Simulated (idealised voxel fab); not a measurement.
Name of the process module below: voxel capacitor over wiring
cross-section cut | 250 nm wide | cells 5 nm
A cross-section is written here as square cells arranged in a grid, and it is given in bands from the top down, each band taking up one or more rows of cells. First you get the band's top height and its bottom height, in nm, and then the materials it's made of, left to right, with each width in nm. If you see a single material with "full width", that one covers the band edge to edge. "air" is empty space. Heights are expressed relative to 0, this being the level below which the as-received wafer comprises one material exclusively. The lowest band is unbounded in the downward direction and is denoted as in "0 down". With a width like "30..40", each row of cells in the band differs from the next by the same amount, the top row carrying the first number and the bottom row the second. Where a step carries "no modification", the cross-section came out of it unchanged, cell for cell. Any empty space of 8 cells or more lacking an open way to the top shows up in "Voids, sealed" as width x height at distance, distance from the left edge, in nm. Whatever follows a step's settings on its line is a remark the simulator itself makes about that step. A step line may carry the setting "overlay nm", which, for steps involving a mask, states the distance by which the mask lay to the right of its intended position; negative values denote displacement to the left.

This section lists the process steps that were planned
1 RECEIVE with material Si
2 CONFORMAL_DEP with material SiO2, thk nm 10
3 CONFORMAL_DEP with material SiN, thk nm 5
4 DIRECTIONAL_DEP with material lowk, thk nm 20
5 PATTERN with tone open, mask id METAL_1, material resist, width nm 20, pitch nm 90, thk nm 15, overlay nm 0
6 DIRECTIONAL_ETCH with etch materials lowk, depth nm 20
7 DIRECTIONAL_ETCH with etch materials SiN, depth nm 5
8 STRIP with etch materials resist
9 CONFORMAL_DEP with material TiN, thk nm 5
10 FILL_DEP with material Ru, thk nm 10
11 CMP with height nm 35
12 EPI with material Ru, thk nm 5
13 FILL_DEP with material SiCN, thk nm 5
14 DIRECTIONAL_DEP with material SiO2, thk nm 15
15 PATTERN with tone open, mask id PLUG_1, material resist, width nm 15, thk nm 15, overlay nm 0
16 DIRECTIONAL_ETCH with etch materials SiO2, depth nm 15
17 DIRECTIONAL_ETCH with etch materials SiCN, depth nm 5
18 STRIP with etch materials resist
19 EPI with material Ru, thk nm 10
20 EPI with material Ru, thk nm 10
21 DIRECTIONAL_DEP with material TiN, thk nm 10
22 DIRECTIONAL_DEP with material SiN, thk nm 5
23 DIRECTIONAL_DEP with material TiN, thk nm 10
24 PATTERN with tone cover, mask id UPPER_PLATE, material resist, width nm 75, thk nm 20, overlay nm 0
25 DIRECTIONAL_ETCH with etch materials TiN, depth nm 10
26 DIRECTIONAL_ETCH with etch materials SiN, depth nm 5
27 STRIP with etch materials resist
28 PATTERN with tone cover, mask id LOWER_PLATE, material resist, width nm 85, thk nm 15, overlay nm 0
29 DIRECTIONAL_ETCH with etch materials TiN, depth nm 10
30 STRIP with etch materials resist
31 FILL_DEP with material SiO2, thk nm 15
32 CMP with height nm 95
33 PATTERN with tone open, mask id PLUG_2, material resist, width nm 15, thk nm 15, overlay nm 0
34 DIRECTIONAL_ETCH with etch materials SiO2, depth nm 10
35 STRIP with etch materials resist
36 CONFORMAL_DEP with material TiN, thk nm 5
37 FILL_DEP with material Ru, thk nm 5
38 CMP with height nm 95
39 CONFORMAL_DEP with material SiN, thk nm 5

First of two wafers - as planned

Cross-section of the incoming wafer, state after step 1
* 0 down | Si full width
* Voids, sealed: none

So this is the wafer cross-section right after step 2
* 10 to 0 | SiO2 full width
* Unchanged below 0.

So this is the wafer cross-section right after step 3
* 15 to 10 | SiN full width
* Unchanged below 10.

So this is the wafer cross-section right after step 4
* 35 to 15 | lowk full width
* Unchanged below 15.

So this is the wafer cross-section right after step 5
* 50 to 35 | resist (70), then air (20), then resist (70), then air (20), then resist (70)
* Unchanged below 35.

So this is the wafer cross-section right after step 6
* 50 to 35 | resist (70), then air (20), then resist (70), then air (20), then resist (70)
* 35 to 15 | lowk (70), then air (20), then lowk (70), then air (20), then lowk (70)
* Unchanged below 15.

So this is the wafer cross-section right after step 7
* 50 to 35 | resist (70), then air (20), then resist (70), then air (20), then resist (70)
* 35 to 15 | lowk (70), then air (20), then lowk (70), then air (20), then lowk (70)
* 15 to 10 | SiN (70), then air (20), then SiN (70), then air (20), then SiN (70)
* Unchanged below 10.

So this is the wafer cross-section right after step 8
* 35 to 15 | lowk (70), then air (20), then lowk (70), then air (20), then lowk (70)
* Unchanged below 15.

So this is the wafer cross-section right after step 9
* 40 to 35 | TiN (75), then air (10), then TiN (80), then air (10), then TiN (75)
* 35 to 15 | lowk (70), then TiN (5), then air (10), then TiN (5), then lowk (70), then TiN (5), then air (10), then TiN (5), then lowk (70)
* 15 to 10 | SiN (70), then TiN (20), then SiN (70), then TiN (20), then SiN (70)
* Unchanged below 10.

So this is the wafer cross-section right after step 10
* 50 to 40 | Ru full width
* 40 to 35 | TiN (75), then Ru (10), then TiN (80), then Ru (10), then TiN (75)
* 35 to 15 | lowk (70), then TiN (5), then Ru (10), then TiN (5), then lowk (70), then TiN (5), then Ru (10), then TiN (5), then lowk (70)
* Unchanged below 15.

So this is the wafer cross-section right after step 11
* 35 to 15 | lowk (70), then TiN (5), then Ru (10), then TiN (5), then lowk (70), then TiN (5), then Ru (10), then TiN (5), then lowk (70)
* Unchanged below 15.

So this is the wafer cross-section right after step 12
* 40 to 35 | air (65), then Ru (30), then air (60), then Ru (30), then air (65)
* Unchanged below 35.

So this is the wafer cross-section right after step 13
* 45 to 40 | SiCN full width
* 40 to 35 | SiCN (65), then Ru (30), then SiCN (60), then Ru (30), then SiCN (65)
* Unchanged below 35.

So this is the wafer cross-section right after step 14
* 60 to 45 | SiO2 full width
* Unchanged below 45.

So this is the wafer cross-section right after step 15
* 75 to 60 | resist (75), then air (15), then resist (160)
* Unchanged below 60.

So this is the wafer cross-section right after step 16
* 75 to 60 | resist (75), then air (15), then resist (160)
* 60 to 45 | SiO2 (75), then air (15), then SiO2 (160)
* Unchanged below 45.

So this is the wafer cross-section right after step 17
* 75 to 60 | resist (75), then air (15), then resist (160)
* 60 to 45 | SiO2 (75), then air (15), then SiO2 (160)
* 45 to 40 | SiCN (75), then air (15), then SiCN (160)
* Unchanged below 40.

So this is the wafer cross-section right after step 18
* 60 to 45 | SiO2 (75), then air (15), then SiO2 (160)
* Unchanged below 45.

So this is the wafer cross-section right after step 19
* 60 to 50 | SiO2 (75), then air (15), then SiO2 (160)
* 50 to 45 | SiO2 (75), then Ru (15), then SiO2 (160)
* 45 to 40 | SiCN (75), then Ru (15), then SiCN (160)
* Unchanged below 40.

So this is the wafer cross-section right after step 20
* 60 to 45 | SiO2 (75), then Ru (15), then SiO2 (160)
* Unchanged below 45.

So this is the wafer cross-section right after step 21
* 70 to 60 | TiN full width
* Unchanged below 60.

So this is the wafer cross-section right after step 22
* 75 to 70 | SiN full width
* Unchanged below 70.

So this is the wafer cross-section right after step 23
* 85 to 75 | TiN full width
* Unchanged below 75.

So this is the wafer cross-section right after step 24
* 105 to 85 | air (75), then resist (75), then air (100)
* Unchanged below 85.

So this is the wafer cross-section right after step 25
* 105 to 85 | air (75), then resist (75), then air (100)
* 85 to 75 | air (75), then TiN (75), then air (100)
* Unchanged below 75.

So this is the wafer cross-section right after step 26
* 105 to 85 | air (75), then resist (75), then air (100)
* 85 to 75 | air (75), then TiN (75), then air (100)
* 75 to 70 | air (75), then SiN (75), then air (100)
* Unchanged below 70.

So this is the wafer cross-section right after step 27
* 85 to 75 | air (75), then TiN (75), then air (100)
* Unchanged below 75.

So this is the wafer cross-section right after step 28
* 100 to 85 | air (70), then resist (85), then air (95)
* 85 to 75 | air (70), then resist (5), then TiN (75), then resist (5), then air (95)
* 75 to 70 | air (70), then resist (5), then SiN (75), then resist (5), then air (95)
* Unchanged below 70.

So this is the wafer cross-section right after step 29
* 100 to 85 | air (70), then resist (85), then air (95)
* 85 to 75 | air (70), then resist (5), then TiN (75), then resist (5), then air (95)
* 75 to 70 | air (70), then resist (5), then SiN (75), then resist (5), then air (95)
* 70 to 60 | air (70), then TiN (85), then air (95)
* Unchanged below 60.

So this is the wafer cross-section right after step 30
* 85 to 75 | air (75), then TiN (75), then air (100)
* 75 to 70 | air (75), then SiN (75), then air (100)
* Unchanged below 70.

So this is the wafer cross-section right after step 31
* 100 to 85 | SiO2 full width
* 85 to 75 | SiO2 (75), then TiN (75), then SiO2 (100)
* 75 to 70 | SiO2 (75), then SiN (75), then SiO2 (100)
* 70 to 60 | SiO2 (70), then TiN (85), then SiO2 (95)
* Unchanged below 60.

So this is the wafer cross-section right after step 32
* 95 to 85 | SiO2 full width
* Unchanged below 85.

So this is the wafer cross-section right after step 33
* 110 to 95 | resist (85), then air (15), then resist (150)
* Unchanged below 95.

So this is the wafer cross-section right after step 34
* 110 to 95 | resist (85), then air (15), then resist (150)
* 95 to 85 | SiO2 (85), then air (15), then SiO2 (150)
* Unchanged below 85.

So this is the wafer cross-section right after step 35
* 95 to 85 | SiO2 (85), then air (15), then SiO2 (150)
* Unchanged below 85.

So this is the wafer cross-section right after step 36
* 100 to 95 | TiN (90), then air (5), then TiN (155)
* 95 to 90 | SiO2 (85), then TiN (5), then air (5), then TiN (5), then SiO2 (150)
* 90 to 85 | SiO2 (85), then TiN (15), then SiO2 (150)
* Unchanged below 85.

So this is the wafer cross-section right after step 37
* 105 to 100 | Ru full width
* 100 to 95 | TiN (90), then Ru (5), then TiN (155)
* 95 to 90 | SiO2 (85), then TiN (5), then Ru (5), then TiN (5), then SiO2 (150)
* Unchanged below 90.

So this is the wafer cross-section right after step 38
* 95 to 90 | SiO2 (85), then TiN (5), then Ru (5), then TiN (5), then SiO2 (150)
* Unchanged below 90.

So this is the wafer cross-section right after step 39
* 100 to 95 | SiN full width
* Unchanged below 95.

Regarding the second of the two wafers: it shared the first wafer's starting condition and process plan, yet one error occurred during its execution. Its history coincides with that of the first wafer up to and including step 23

Second wafer, section view, time point: scheduled end of step 24
* 105 to 85 | resist (75), then air (75), then resist (100)
* Unchanged below 85.

Second wafer, section view, time point: scheduled end of step 25
* 105 to 85 | resist (75), then air (75), then resist (100)
* 85 to 75 | TiN (75), then air (75), then TiN (100)
* Unchanged below 75.

Second wafer, section view, time point: scheduled end of step 26
* 105 to 85 | resist (75), then air (75), then resist (100)
* 85 to 75 | TiN (75), then air (75), then TiN (100)
* 75 to 70 | SiN (75), then air (75), then SiN (100)
* Unchanged below 70.

Second wafer, section view, time point: scheduled end of step 27
* 85 to 75 | TiN (75), then air (75), then TiN (100)
* Unchanged below 75.

Second wafer, section view, time point: scheduled end of step 28
* 100 to 85 | air (70), then resist (85), then air (95)
* 85 to 75 | TiN (75), then resist (75), then TiN (100)
* 75 to 70 | SiN (75), then resist (75), then SiN (100)
* Unchanged below 70.

Second wafer, section view, time point: scheduled end of step 29
* 100 to 85 | air (70), then resist (85), then air (95)
* 85 to 75 | air (70), then TiN (5), then resist (75), then TiN (5), then air (95)
* Unchanged below 75.

Second wafer, section view, time point: scheduled end of step 30
* 85 to 75 | air (70), then TiN (5), then air (75), then TiN (5), then air (95)
* 75 to 70 | SiN (75), then air (75), then SiN (100)
* Unchanged below 70.

Second wafer, section view, time point: scheduled end of step 31
* 100 to 85 | SiO2 full width
* 85 to 75 | SiO2 (70), then TiN (5), then SiO2 (75), then TiN (5), then SiO2 (95)
* 75 to 70 | SiN (75), then SiO2 (75), then SiN (100)
* Unchanged below 70.

Second wafer, section view, time point: scheduled end of step 32
* 95 to 85 | SiO2 full width
* Unchanged below 85.

Second wafer, section view, time point: scheduled end of step 33
* 110 to 95 | resist (85), then air (15), then resist (150)
* Unchanged below 95.

Second wafer, section view, time point: scheduled end of step 34
* 110 to 95 | resist (85), then air (15), then resist (150)
* 95 to 85 | SiO2 (85), then air (15), then SiO2 (150)
* Unchanged below 85.

Second wafer, section view, time point: scheduled end of step 35
* 95 to 85 | SiO2 (85), then air (15), then SiO2 (150)
* Unchanged below 85.

Second wafer, section view, time point: scheduled end of step 36
* 100 to 95 | TiN (90), then air (5), then TiN (155)
* 95 to 90 | SiO2 (85), then TiN (5), then air (5), then TiN (5), then SiO2 (150)
* 90 to 85 | SiO2 (85), then TiN (15), then SiO2 (150)
* Unchanged below 85.

Second wafer, section view, time point: scheduled end of step 37
* 105 to 100 | Ru full width
* 100 to 95 | TiN (90), then Ru (5), then TiN (155)
* 95 to 90 | SiO2 (85), then TiN (5), then Ru (5), then TiN (5), then SiO2 (150)
* Unchanged below 90.

Second wafer, section view, time point: scheduled end of step 38
* 95 to 90 | SiO2 (85), then TiN (5), then Ru (5), then TiN (5), then SiO2 (150)
* Unchanged below 90.

Second wafer, section view, time point: scheduled end of step 39
* 100 to 95 | SiN full width
* Unchanged below 95.
Processing error: step 24 changed vs plan, executed as PATTERN with tone open, mask id UPPER_PLATE, material resist, width nm 75, thk nm 20, overlay nm 0
Final wafer comparison in cells, second versus first, more or fewer per material: +20 SiN; -60 SiO2; +40 TiN
